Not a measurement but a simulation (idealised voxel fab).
Name of the process module below: voxel local oxidation
It is cross-section cut that appears here, measuring 160 nm in width, its square cells being 5 nm in size.
Reading order for cross-sections: top band down to bottom band. Underlying form: a grid of square cells. Band size: one or more rows of cells. Band: top height; bottom height; in nm. Then, left to right: material with width in nm, for each material. "edge to edge": a single material spanning edge to edge. "blank": empty space. Below 0: as-received wafer, all one material; heights counted from there. Lowest band: no bottom, goes on down, written "0 nm and below". Top row gets the first number, bottom row gets the second, and each row in between changes by the same step: that is how a band width like "30 to 40" works. A step reported as "nothing changed" is a step in which no cell of the cross-section changed. Entry "Closed void entries" = empty spaces >= 8 cells with no open way to the top; each as width x height at distance, distance from left edge, all nm. That trailing text on a step's line, after the settings, is the simulator's own remark on the step. Among the settings permitted on a step's line is "overlay nm"; applied to a step with a mask, it specifies the extent to which the mask lay to the right of its planned position, whereas a negative figure signifies a position to the left.

**Below is the list of planned process steps**
| 1 | RECEIVE,material Si |
| 2 | CONFORMAL_DEP,material SiO2,thk nm 5 |
| 3 | CONFORMAL_DEP,material SiN,thk nm 15 |
| 4 | PATTERN,tone cover,mask id ACTIVE,material resist,width nm 115,thk nm 20,overlay nm 0 |
| 5 | DIRECTIONAL_ETCH,etch materials SiN,depth nm 15 |
| 6 | STRIP,etch materials resist |
| 7 | SELECTIVE_ETCH,etch materials SiO2,depth nm 5 |
| 8 | OXIDIZE,depth nm 15 |
| 9 | STRIP,etch materials SiN |

**As-received wafer cross-section (after step 1)**
    0 nm and below | Si edge to edge
    Closed void entries: none

**Here's the wafer cut in cross-section after the module, started and planned just like above, except one thing was done wrong in the run**
    15 nm to 10 nm | 25 blank | 105 SiO2 | 30 blank
    10 nm to 0 nm | SiO2 edge to edge
    0 nm and below | Si edge to edge
    Closed void entries: none
What broke from the plan during processing? in deviation from the planned setting, step 2 was conducted as CONFORMAL_DEP,material SiO2,thk nm 15
